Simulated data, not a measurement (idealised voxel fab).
Documented hereafter: the process module known as voxel ribs on slabs.
Pictured: cross-section cut, 265 nm wide, on a grid of 5 nm square cells.
Cross-section = grid of square cells, listed top down in bands; band = one or more rows.
What a band's entry tells you: where the top is and where the bottom is, as heights in nm, and after that what lies inside, material by material from left to right, each with its width in nm. Empty space is written as the word "blank", and a single material marked with the word "throughout" occupies the band from edge to edge.
Convention: height 0 is the level below which the wafer, as received, is all one material. The lowest band does not terminate at the bottom but continues downward, represented as "0 down".
Per-row width for "30..40": begins at first number (top row of band), ends at second number (bottom row), increment between rows held constant.
No cell of the cross-section changed in a step that is given as "no modifications".
For the entry "Closed-off voids", the listed items are empty spaces with no open way to the top whose size is 8 cells or more; each item follows the pattern width x height at distance, where distance is from the left edge and all three are in nm.
Whatever follows a step's settings on its line is a remark the simulator itself makes about that step.
On any step carrying a mask, the "overlay nm" setting, if present on the step's line, tells how far right of its planned place the mask lay; negative values point to the left.
### This section lists the process steps that were planned
step 1: op RECEIVE | material Si
step 2: op DIRECTIONAL_DEP | material SiO2 | thk nm 20
step 3: op DIRECTIONAL_DEP | material SiN | thk nm 20
step 4: op PATTERN | tone cover | mask id RIB | material resist | width nm 30 | thk nm 20 | overlay nm 0
step 5: op DIRECTIONAL_ETCH | etch materials SiN | depth nm 15
step 6: op STRIP | etch materials resist
step 7: op MASKED_ETCH | tone cover | mask id SLAB | width nm 90 | etch materials SiN | depth nm 5 | overlay nm 0
step 8: op FILL_DEP | material SiO2 | thk nm 25
step 9: op CMP | height nm 65
step 10: op DIRECTIONAL_DEP | material TiN | thk nm 10
step 11: op MASKED_ETCH | tone cover | mask id HEATER | width nm 40 | etch materials TiN | depth nm 10 | overlay nm 0
step 12: op CONFORMAL_DEP | material SiN | thk nm 5
Where the wafers of this document differ is in the thk nm of step 2; they start out the same, and the plan states the value that applied to the first wafer.
### Cross-section of the first of several received wafers, showing its state after step 1
* 0 down | Si throughout
* Closed-off voids: none
### Cross-section of the first of several wafers once the module has run through its last step, step 12
* 80 to 75 | 105 nm blank, then 50 nm SiN, then 110 nm blank
* 75 to 70 | 105 nm blank, then 5 nm SiN, then 40 nm TiN, then 5 nm SiN, then 110 nm blank
* 70 to 65 | 110 nm SiN, then 40 nm TiN, then 115 nm SiN
* 65 to 40 | SiO2 throughout
* 40 to 25 | 115 nm SiO2, then 30 nm SiN, then 120 nm SiO2
* 25 to 20 | 85 nm SiO2, then 90 nm SiN, then 90 nm SiO2
* 20 to 0 | SiO2 throughout
* 0 down | Si throughout
* Closed-off voids: none
### Cross-section of the last wafer at end of module
* 80 to 75 | 105 nm blank, then 50 nm SiN, then 110 nm blank
* 75 to 70 | 105 nm blank, then 5 nm SiN, then 40 nm TiN, then 5 nm SiN, then 110 nm blank
* 70 to 65 | 110 nm SiN, then 40 nm TiN, then 115 nm SiN
* 65 to 50 | 115 nm SiO2, then 30 nm SiN, then 120 nm SiO2
* 50 to 45 | 85 nm SiO2, then 90 nm SiN, then 90 nm SiO2
* 45 to 0 | SiO2 throughout
* 0 down | Si throughout
* Closed-off voids: none
### The following table contains a row per wafer, in which are reported, at the conclusion of the module, the cells of each material gained (+) or lost (-) since the wafer's receipt, with its closed voids given thereafter
thk nm 20; +93 SiN; +653 SiO2; +16 TiN; Closed-off voids: none
thk nm 25; +93 SiN; +653 SiO2; +16 TiN; Closed-off voids: none
thk nm 30; +93 SiN; +653 SiO2; +16 TiN; Closed-off voids: none
thk nm 35; +93 SiN; +653 SiO2; +16 TiN; Closed-off voids: none
thk nm 40; +93 SiN; +653 SiO2; +16 TiN; Closed-off voids: none
thk nm 45; +93 SiN; +653 SiO2; +16 TiN; Closed-off voids: none
